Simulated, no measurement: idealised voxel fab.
The document below concerns the process module designated voxel transistor to metal.
Square cells of 5 nm make up the cross-section cut, whose width is 215 nm.
Throughout this document, each cross-section is represented as a grid of square cells and is presented as a sequence of bands enumerated from the top downward, where a band comprises one or more rows of cells.
Heads up on the band format: heights come first, top then bottom, in nm. After that it's the materials left to right, each with its width in nm. A single material flagged "everywhere" fills the whole band edge to edge, and "blank" means there's empty space there.
A quick word on heights: they are counted from 0, and under that level the wafer as it came to us is one material throughout. The lowest band is different from the rest in having no bottom; it simply continues downward, written as in "0 and below".
When a width is written as two numbers, as in "30 to 40", the first number is the width in the top row of cells of the band and the second is the width in its bottom row, and the width changes by the same amount from each row to the next.
Reading "remained the same" for a step: not a cell of the cross-section changed in it.
Basically, "Closed cavities" tells you about the enclosed voids: empty spaces with no open way to the top, 8 cells or bigger, each written width x height at distance, where distance is from the left edge, all in nm.
Step line, after settings: the simulator's comment on this step.
overlay nm: how far to the right of its planned place the mask lay on this masked step (negative: to the left).

**The steps planned for the process are as follows**
| 1 | RECEIVE [material Si] |
| 2 | OXIDIZE [depth nm 5] |
| 3 | CONFORMAL_DEP [material SiN] [thk nm 15] |
| 4 | PATTERN [tone cover] [mask id ACTIVE] [material resist] [width nm 100] [thk nm 20] [overlay nm 0] |
| 5 | DIRECTIONAL_ETCH [etch materials SiN] [depth nm 15] |
| 6 | DIRECTIONAL_ETCH [etch materials SiO2] [depth nm 5] |
| 7 | DIRECTIONAL_ETCH [etch materials Si] [depth nm 20] |
| 8 | STRIP [etch materials resist] |
| 9 | FILL_DEP [material SiO2] [thk nm 15] |
| 10 | CMP [height nm 15] |
| 11 | SELECTIVE_ETCH [etch materials SiO2] [depth nm 10] |
| 12 | STRIP [etch materials SiN] |
| 13 | SELECTIVE_ETCH [etch materials SiO2] [depth nm 5] |
| 14 | OXIDIZE [depth nm 5] |
| 15 | DIRECTIONAL_DEP [material polySi] [thk nm 20] |
| 16 | DIRECTIONAL_DEP [material SiCN] [thk nm 10] |
| 17 | PATTERN [tone cover] [mask id GATE] [material resist] [width nm 20] [thk nm 15] [overlay nm 0] |
| 18 | DIRECTIONAL_ETCH [etch materials SiCN] [depth nm 20] |
| 19 | DIRECTIONAL_ETCH [etch materials polySi] [depth nm 30] |
| 20 | STRIP [etch materials resist] |
| 21 | CONFORMAL_DEP [material SiN] [thk nm 5] |
| 22 | DIRECTIONAL_ETCH [etch materials SiN] [depth nm 5] |
| 23 | DIRECTIONAL_ETCH [etch materials SiO2] [depth nm 5] |
| 24 | DIRECTIONAL_ETCH [etch materials Si] [depth nm 5] |
| 25 | EPI [material SiGe] [thk nm 5] |
| 26 | FILL_DEP [material SiO2] [thk nm 10] |
| 27 | CMP [height nm 25] |
| 28 | DIRECTIONAL_DEP [material SiO2] [thk nm 15] |
| 29 | PATTERN [tone open] [mask id CONTACT] [material resist] [width nm 30] [pitch nm 60] [thk nm 20] [overlay nm 0] |
| 30 | DIRECTIONAL_ETCH [etch materials SiO2] [depth nm 50] |
| 31 | STRIP [etch materials resist] |
| 32 | CONFORMAL_DEP [material TiN] [thk nm 5] |
| 33 | FILL_DEP [material W] [thk nm 5] |
| 34 | CMP [height nm 40] |
| 35 | DIRECTIONAL_DEP [material TiN] [thk nm 5] |
| 36 | DIRECTIONAL_DEP [material Ru] [thk nm 20] |
| 37 | PATTERN [tone cover] [mask id METAL_1] [material resist] [width nm 15] [pitch nm 75] [thk nm 15] [overlay nm 0] |
| 38 | DIRECTIONAL_ETCH [etch materials Ru] [depth nm 20] |
| 39 | DIRECTIONAL_ETCH [etch materials TiN] [depth nm 5] |
| 40 | STRIP [etch materials resist] |
| 41 | FILL_DEP [material lowk] [thk nm 10] |
| 42 | CMP [height nm 65] |
| 43 | CONFORMAL_DEP [material SiN] [thk nm 5] |

**As received (post step 1): cross-section**
    0 and below: Si everywhere
    Closed cavities: none

**This is how the wafer looks in cross-section once the module is done, given the starting state and plan above and one mistake in carrying the plan out**
    70 down to 65: SiN everywhere
    65 down to 45: lowk 60 | Ru 15 | lowk 60 | Ru 15 | lowk 65
    45 down to 40: lowk 60 | TiN 15 | lowk 60 | TiN 15 | lowk 65
    40 down to 25: SiO2 60 | TiN 5 | W 20 | TiN 5 | SiO2 30 | TiN 5 | W 20 | TiN 5 | SiO2 65
    25 down to 20: SiO2 60 | TiN 5 | W 20 | TiN 5 | SiN 5 | polySi 20 | SiN 5 | TiN 5 | W 20 | TiN 5 | SiO2 65
    20 down to 15: SiO2 60 | TiN 30 | SiN 5 | polySi 20 | SiN 5 | TiN 30 | SiO2 65
    15 down to 0: SiO2 55 | SiN 100 | SiO2 60
    0 down to -5: SiO2 everywhere
    -5 down to -25: SiO2 55 | Si 100 | SiO2 60
    -25 and below: Si everywhere
    Closed cavities: none
Finding, execution versus plan: plan step 10 was not performed, having been skipped
